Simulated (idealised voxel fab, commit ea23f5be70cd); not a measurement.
process module | voxel local oxidation
cross-section cut | 240 nm wide | cells 5 nm
A cross-section is a grid of square cells, given in bands from the top down. A band is one or more rows of cells.
Each band's line starts with the height of the band's top and of its bottom, in nm. Then come its materials from left to right, each with its width in nm. One material with "throughout" fills the band from edge to edge. "air" is empty space.
Height 0 is the level under which the wafer as received is all one material. The lowest band goes on downwards, as in "0 down".
A width such as "30 to 40" changes by the same amount from each row of cells to the next, from the band's top row to its bottom row.
"no change" after a step means that no cell of the cross-section changed.
closed voids: empty space of 8 cells or more with no open way to the top, each as width x height at its distance from the left edge, in nm
after a step's settings: what the simulator itself notes on the step
overlay nm, on a step with a mask: how far to the right of its planned place the mask lay; to the left if negative
plan
1 op RECEIVE | material Si
2 op OXIDIZE | depth nm 5
3 op CONFORMAL_DEP | material SiN | thk nm 15
4 op MASKED_ETCH | tone cover | mask id ACTIVE | width nm 90 | etch materials SiN | depth nm 15 | overlay nm 0
5 op SELECTIVE_ETCH | etch materials SiO2 | depth nm 5
6 op OXIDIZE | depth nm 10
7 op STRIP | etch materials SiN
as received, after step 1
  0 down: Si throughout
  closed voids: none
first wafer at the end, as planned
  0 to -5: air 80 | SiO2 80 | air 80
  -5 to -15: SiO2 90 | Si 60 | SiO2 90
  -15 down: Si throughout
  closed voids: none
second wafer at the end: like start, like plan, one mistake
  0 to -5: SiO2 70 | air 100 | SiO2 70
  -5 to -15: Si 60 | SiO2 120 | Si 60
  -15 down: Si throughout
  closed voids: none
what went wrong: step 4 ran as: op MASKED_ETCH | tone open | mask id ACTIVE | width nm 90 | etch materials SiN | depth nm 15 | overlay nm 0
at the end the second wafer has, in cells: 24 more of Si | 12 fewer of SiO2
